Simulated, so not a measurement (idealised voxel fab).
This section sets out a process module, namely voxel ribs on slabs.
Cross-section cut: width 175 nm, square cells of 5 nm.
Think of the cross-section as a grid of square cells. We describe it in bands, top to bottom, and each band covers one or more rows of those cells.
Quick guide to a band line: top height, bottom height (nm) up front; then every material left to right with its width in nm. Only one material and it's marked "full width"? Then it fills the band edge to edge. And "blank" just means empty space.
Ref level 0: as-received wafer is one material below here. Bottom band extends down with no lower bound ("from 0 down").
A two-number width, for instance "30->40", indicates that the width is equal to the first number in the top row of the band and to the second number in the bottom row, and that it changes by a constant amount per row of cells.
Step note "identical to before" = no cross-section cell changed.
Entry "Tabulated closed voids". Content: empty spaces with no open connection to the top, size 8 cells or greater. Each: width x height at distance. Distance: from left edge. Unit: nm.
Step line, after settings: the simulator's comment on this step.
overlay nm: on a step with a mask, how far right of its planned place the mask lay; negative means left.
Set out below are the planned steps of the process:
- 1: RECEIVE, material Si
- 2: DIRECTIONAL_DEP, material SiO2, thk nm 20
- 3: DIRECTIONAL_DEP, material polySi, thk nm 15
- 4: PATTERN, tone cover, mask id RIB, material resist, width nm 30, thk nm 20, overlay nm 0
- 5: DIRECTIONAL_ETCH, etch materials polySi, depth nm 5
- 6: STRIP, etch materials resist
- 7: PATTERN, tone cover, mask id SLAB, material resist, width nm 90, thk nm 20, overlay nm 0
- 8: DIRECTIONAL_ETCH, etch materials polySi, depth nm 10
- 9: STRIP, etch materials resist
- 10: FILL_DEP, material SiO2, thk nm 30
- 11: CMP, height nm 55
- 12: DIRECTIONAL_DEP, material TiN, thk nm 10
- 13: PATTERN, tone cover, mask id HEATER, material resist, width nm 40, thk nm 20, overlay nm 0
- 14: DIRECTIONAL_ETCH, etch materials TiN, depth nm 10
- 15: STRIP, etch materials resist
- 16: CONFORMAL_DEP, material SiO2, thk nm 10
Delivered wafer in cross-section: state after step 1:
  from 0 down = Si full width
  Tabulated closed voids: none
Post-module cross-section of the first of two wafers (run per plan):
  from 75 to 65 = blank=55  SiO2=60  blank=60
  from 65 to 55 = SiO2=65  TiN=40  SiO2=70
  from 55 to 35 = SiO2 full width
  from 35 to 30 = SiO2=70  polySi=30  SiO2=75
  from 30 to 20 = SiO2=40  polySi=90  SiO2=45
  from 20 to 0 = SiO2 full width
  from 0 down = Si full width
  Tabulated closed voids: none
Cross-section, wafer two of two, end of module: same start and plan as wafer one, one error in execution:
  from 75 to 65 = blank=55  SiO2=60  blank=60
  from 65 to 55 = SiO2=65  TiN=40  SiO2=70
  from 55 to 40 = SiO2 full width
  from 40 to 35 = SiO2=70  polySi=30  SiO2=75
  from 35 to 25 = SiO2=40  polySi=90  SiO2=45
  from 25 to 20 = polySi full width
  from 20 to 0 = SiO2 full width
  from 0 down = Si full width
  Tabulated closed voids: none
Where did the run depart from the plan? in deviation from the planned setting, step 3 was conducted as DIRECTIONAL_DEP, material polySi, thk nm 20
End of process, cell counts, second wafer against first, materials with more or fewer: SiO2 -35; polySi +35
